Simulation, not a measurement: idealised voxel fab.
Presented below is a process module, voxel self aligned vias.
215 nm wide, 5 nm square cells: that's cross-section cut.
Cross-section = grid of square cells, listed top down in bands; band = one or more rows. This entry defines a band. It first specifies the height of the band's top and the height of its bottom in nm, and then specifies the band's materials from left to right, stating each material with its width in nm. The word "throughout" identifies a single material that fills the band from edge to edge, while the word "blank" identifies empty space. Heights from 0 (as-received wafer is one material below). Bottom band endless downward, as "top 0, no bottom". Read "30..40" as a graded width: first number on top, second number at the bottom, same change between each pair of neighbouring rows. For the purposes of this document, the phrase "nothing got changed" attached to a step denotes that no cell within the cross-section was modified by that step. Enclosed voids (no open way to top), threshold 8 cells or more, entry "Sealed-off cavities", notation width x height at distance, distance from left edge, nm. What comes after the settings on a step's line is commentary from the simulator itself on that step. If you see "overlay nm" on a step's line and that step has a mask, it's telling you how far right of where it was planned the mask ended up; a negative number means it went left instead.

Here's what the planned process steps look like
- 1: RECEIVE, material Si
- 2: CONFORMAL_DEP, material SiO2, thk nm 10
- 3: CONFORMAL_DEP, material SiCN, thk nm 5
- 4: DIRECTIONAL_DEP, material lowk, thk nm 25
- 5: PATTERN, tone open, mask id LINES, material resist, width nm 25, pitch nm 55, thk nm 20, overlay nm 0
- 6: DIRECTIONAL_ETCH, etch materials lowk, depth nm 25
- 7: STRIP, etch materials resist
- 8: CONFORMAL_DEP, material TiN, thk nm 5
- 9: FILL_DEP, material W, thk nm 10
- 10: CMP, height nm 40
- 11: SELECTIVE_ETCH, etch materials W Ru TiN, depth nm 5
- 12: FILL_DEP, material SiN, thk nm 5
- 13: CMP, height nm 40
- 14: DIRECTIONAL_DEP, material lowk, thk nm 20
- 15: MASKED_ETCH, tone open, mask id VIAS, width nm 35, pitch nm 110, etch materials lowk, depth nm 20, overlay nm 0
- 16: MASKED_ETCH, tone open, mask id VIAS, width nm 35, pitch nm 110, etch materials SiN, depth nm 5, overlay nm 0
- 17: CONFORMAL_DEP, material TiN, thk nm 5
- 18: FILL_DEP, material W, thk nm 10
- 19: CMP, height nm 60
- 20: CONFORMAL_DEP, material SiN, thk nm 5

Delivered wafer in cross-section: state after step 1
- top 0, no bottom: Si throughout
- Sealed-off cavities: none

Cross-section at module end, one run error; start and plan unchanged from above
- top 65, bottom 60: SiN throughout
- top 60, bottom 40: lowk: 35  TiN: 5  W: 25  TiN: 5  lowk: 75  TiN: 5  W: 25  TiN: 5  lowk: 35
- top 40, bottom 35: SiN: 35  TiN: 35  SiN: 75  TiN: 35  SiN: 35
- top 35, bottom 15: Ru throughout
- top 15, bottom 10: SiCN throughout
- top 10, bottom 0: SiO2 throughout
- top 0, no bottom: Si throughout
- Sealed-off cavities: none
Against the plan, the run slipped here: planned and actual differ for step 4; actual: DIRECTIONAL_DEP, material Ru, thk nm 25
